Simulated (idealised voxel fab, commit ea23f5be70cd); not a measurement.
Proc. module: voxel self aligned vias
Shown is cross-section cut, with a width of 185 nm and square cells of size 5 nm.
Think of the cross-section as a grid of square cells. We describe it in bands, top to bottom, and each band covers one or more rows of those cells.
Top, bottom (nm), then materials left to right with widths (nm); lone material tagged "throughout" fills the whole band edge to edge; "empty" = empty space.
Basically, 0 is our baseline, since under it the wafer straight out of the box is all one material. The bottom band has no lower end and keeps on going down, so it looks like "0 and below".
The width entry "30->40" should be interpreted row by row: the top row of cells in the band takes the first number, the bottom row takes the second number, and the change between adjacent rows is uniform throughout.
You'll sometimes find "stayed the same" written for a step, and that's the way of saying that nowhere in the cross-section did a cell change during that step.
The entry "Sealed void list" lists the empty spaces that cover at least 8 cells and have no open path to the top. Each is written as width x height at distance, where the distance is measured from the left edge and all three values are in nm.
Step line, after settings: the simulator's comment on this step.
"overlay nm" denotes, for a step that has a mask, the displacement of the mask to the right of its planned place, with negative values corresponding to the left.
This section lists the process steps that were planned:
1: RECEIVE | material Si
2: CONFORMAL_DEP | material SiO2 | thk nm 10
3: CONFORMAL_DEP | material SiCN | thk nm 5
4: DIRECTIONAL_DEP | material SiO2 | thk nm 25
5: MASKED_ETCH | tone open | mask id LINES | width nm 25 | pitch nm 70 | etch materials SiO2 | depth nm 25 | overlay nm 0
6: CONFORMAL_DEP | material TiN | thk nm 5
7: FILL_DEP | material Ru | thk nm 10
8: CMP | height nm 40
9: SELECTIVE_ETCH | etch materials W Ru TiN | depth nm 5
10: FILL_DEP | material SiN | thk nm 10
11: CMP | height nm 40
12: DIRECTIONAL_DEP | material SiO2 | thk nm 20
13: DIRECTIONAL_DEP | material aC | thk nm 10
14: PATTERN | tone open | mask id VIAS | material resist | width nm 45 | thk nm 30 | overlay nm 0
15: DIRECTIONAL_ETCH | etch materials aC | depth nm 10
16: STRIP | etch materials resist
17: DIRECTIONAL_ETCH | etch materials SiO2 | depth nm 20
18: DIRECTIONAL_ETCH | etch materials SiN | depth nm 5
19: STRIP | etch materials aC
20: CONFORMAL_DEP | material TiN | thk nm 5
21: FILL_DEP | material Ru | thk nm 10
22: CMP | height nm 60
23: CONFORMAL_DEP | material SiCN | thk nm 5
The first of two wafers, run as planned:
Cross-section: wafer on arrival = after step 1:
- 0 and below | Si throughout
- Sealed void list: none
Wafer section view after processing step 2:
- 10 down to 0 | SiO2 throughout
- Anything lower than 0 is untouched.
Wafer section view after processing step 3:
- 15 down to 10 | SiCN throughout
- Anything lower than 10 is untouched.
Wafer section view after processing step 4:
- 40 down to 15 | SiO2 throughout
- Anything lower than 15 is untouched.
Wafer section view after processing step 5:
- 40 down to 15 | 45 nm SiO2; 25 nm empty; 45 nm SiO2; 25 nm empty; 45 nm SiO2
- Anything lower than 15 is untouched.
Wafer section view after processing step 6:
- 45 down to 40 | 50 nm TiN; 15 nm empty; 55 nm TiN; 15 nm empty; 50 nm TiN
- 40 down to 20 | 45 nm SiO2; 5 nm TiN; 15 nm empty; 5 nm TiN; 45 nm SiO2; 5 nm TiN; 15 nm empty; 5 nm TiN; 45 nm SiO2
- 20 down to 15 | 45 nm SiO2; 25 nm TiN; 45 nm SiO2; 25 nm TiN; 45 nm SiO2
- Anything lower than 15 is untouched.
Wafer section view after processing step 7:
- 55 down to 45 | Ru throughout
- 45 down to 40 | 50 nm TiN; 15 nm Ru; 55 nm TiN; 15 nm Ru; 50 nm TiN
- 40 down to 20 | 45 nm SiO2; 5 nm TiN; 15 nm Ru; 5 nm TiN; 45 nm SiO2; 5 nm TiN; 15 nm Ru; 5 nm TiN; 45 nm SiO2
- Anything lower than 20 is untouched.
Wafer section view after processing step 8:
- 40 down to 20 | 45 nm SiO2; 5 nm TiN; 15 nm Ru; 5 nm TiN; 45 nm SiO2; 5 nm TiN; 15 nm Ru; 5 nm TiN; 45 nm SiO2
- Anything lower than 20 is untouched.
Wafer section view after processing step 9:
- 40 down to 35 | 45 nm SiO2; 25 nm empty; 45 nm SiO2; 25 nm empty; 45 nm SiO2
- Anything lower than 35 is untouched.
Wafer section view after processing step 10:
- 50 down to 40 | SiN throughout
- 40 down to 35 | 45 nm SiO2; 25 nm SiN; 45 nm SiO2; 25 nm SiN; 45 nm SiO2
- Anything lower than 35 is untouched.
Wafer section view after processing step 11:
- 40 down to 35 | 45 nm SiO2; 25 nm SiN; 45 nm SiO2; 25 nm SiN; 45 nm SiO2
- Anything lower than 35 is untouched.
Wafer section view after processing step 12:
- 60 down to 40 | SiO2 throughout
- Anything lower than 40 is untouched.
Wafer section view after processing step 13:
- 70 down to 60 | aC throughout
- Anything lower than 60 is untouched.
Wafer section view after processing step 14:
- 100 down to 70 | 35 nm resist; 45 nm empty; 105 nm resist
- Anything lower than 70 is untouched.
Wafer section view after processing step 15:
- 90 down to 70 | 35 nm resist; 45 nm empty; 105 nm resist
- 70 down to 60 | 35 nm aC; 45 nm empty; 105 nm aC
- Anything lower than 60 is untouched.
Wafer section view after processing step 16:
- 70 down to 60 | 35 nm aC; 45 nm empty; 105 nm aC
- Anything lower than 60 is untouched.
Wafer section view after processing step 17:
- 70 down to 60 | 35 nm aC; 45 nm empty; 105 nm aC
- 60 down to 40 | 35 nm SiO2; 45 nm empty; 105 nm SiO2
- Anything lower than 40 is untouched.
Wafer section view after processing step 18:
- 70 down to 60 | 35 nm aC; 45 nm empty; 105 nm aC
- 60 down to 40 | 35 nm SiO2; 45 nm empty; 105 nm SiO2
- 40 down to 35 | 45 nm SiO2; 25 nm empty; 45 nm SiO2; 25 nm SiN; 45 nm SiO2
- Anything lower than 35 is untouched.
Wafer section view after processing step 19:
- 60 down to 40 | 35 nm SiO2; 45 nm empty; 105 nm SiO2
- Anything lower than 40 is untouched.
Wafer section view after processing step 20:
- 65 down to 60 | 40 nm TiN; 35 nm empty; 110 nm TiN
- 60 down to 45 | 35 nm SiO2; 5 nm TiN; 35 nm empty; 5 nm TiN; 105 nm SiO2
- 45 down to 40 | 35 nm SiO2; 15 nm TiN; 15 nm empty; 15 nm TiN; 105 nm SiO2
- 40 down to 35 | 45 nm SiO2; 25 nm TiN; 45 nm SiO2; 25 nm SiN; 45 nm SiO2
- Anything lower than 35 is untouched.
Wafer section view after processing step 21:
- 75 down to 65 | Ru throughout
- 65 down to 60 | 40 nm TiN; 35 nm Ru; 110 nm TiN
- 60 down to 45 | 35 nm SiO2; 5 nm TiN; 35 nm Ru; 5 nm TiN; 105 nm SiO2
- 45 down to 40 | 35 nm SiO2; 15 nm TiN; 15 nm Ru; 15 nm TiN; 105 nm SiO2
- Anything lower than 40 is untouched.
Wafer section view after processing step 22:
- 60 down to 45 | 35 nm SiO2; 5 nm TiN; 35 nm Ru; 5 nm TiN; 105 nm SiO2
- Anything lower than 45 is untouched.
Wafer section view after processing step 23:
- 65 down to 60 | SiCN throughout
- Anything lower than 60 is untouched.
The remaining wafer, second of the two, started like the first and was run to the same plan, except that one mistake was made along the way; the two coincide through step 13, inclusive:
Second wafer profile in section, at the moment step 14 of the plan was meant to be complete:
- 100 down to 70 | 30 nm resist; 55 nm empty; 100 nm resist
- Anything lower than 70 is untouched.
Second wafer profile in section, at the moment step 15 of the plan was meant to be complete:
- 90 down to 70 | 30 nm resist; 55 nm empty; 100 nm resist
- 70 down to 60 | 30 nm aC; 55 nm empty; 100 nm aC
- Anything lower than 60 is untouched.
Second wafer profile in section, at the moment step 16 of the plan was meant to be complete:
- 70 down to 60 | 30 nm aC; 55 nm empty; 100 nm aC
- Anything lower than 60 is untouched.
Second wafer profile in section, at the moment step 17 of the plan was meant to be complete:
- 70 down to 60 | 30 nm aC; 55 nm empty; 100 nm aC
- 60 down to 40 | 30 nm SiO2; 55 nm empty; 100 nm SiO2
- Anything lower than 40 is untouched.
Second wafer profile in section, at the moment step 18 of the plan was meant to be complete:
- 70 down to 60 | 30 nm aC; 55 nm empty; 100 nm aC
- 60 down to 40 | 30 nm SiO2; 55 nm empty; 100 nm SiO2
- 40 down to 35 | 45 nm SiO2; 25 nm empty; 45 nm SiO2; 25 nm SiN; 45 nm SiO2
- Anything lower than 35 is untouched.
Second wafer profile in section, at the moment step 19 of the plan was meant to be complete:
- 60 down to 40 | 30 nm SiO2; 55 nm empty; 100 nm SiO2
- Anything lower than 40 is untouched.
Second wafer profile in section, at the moment step 20 of the plan was meant to be complete:
- 65 down to 60 | 35 nm TiN; 45 nm empty; 105 nm TiN
- 60 down to 45 | 30 nm SiO2; 5 nm TiN; 45 nm empty; 5 nm TiN; 100 nm SiO2
- 45 down to 40 | 30 nm SiO2; 20 nm TiN; 15 nm empty; 20 nm TiN; 100 nm SiO2
- 40 down to 35 | 45 nm SiO2; 25 nm TiN; 45 nm SiO2; 25 nm SiN; 45 nm SiO2
- Anything lower than 35 is untouched.
Second wafer profile in section, at the moment step 21 of the plan was meant to be complete:
- 75 down to 65 | Ru throughout
- 65 down to 60 | 35 nm TiN; 45 nm Ru; 105 nm TiN
- 60 down to 45 | 30 nm SiO2; 5 nm TiN; 45 nm Ru; 5 nm TiN; 100 nm SiO2
- 45 down to 40 | 30 nm SiO2; 20 nm TiN; 15 nm Ru; 20 nm TiN; 100 nm SiO2
- Anything lower than 40 is untouched.
Second wafer profile in section, at the moment step 22 of the plan was meant to be complete:
- 60 down to 45 | 30 nm SiO2; 5 nm TiN; 45 nm Ru; 5 nm TiN; 100 nm SiO2
- Anything lower than 45 is untouched.
Second wafer profile in section, at the moment step 23 of the plan was meant to be complete:
- 65 down to 60 | SiCN throughout
- Anything lower than 60 is untouched.
Want to know what went wrong? step 14: run off-plan, actual operation and settings PATTERN | tone open | mask id VIAS | material resist | width nm 55 | thk nm 30 | overlay nm 0
FYI, end of process, the second wafer has more or fewer cells of some materials than the first: Ru +6; SiO2 -8; TiN +2
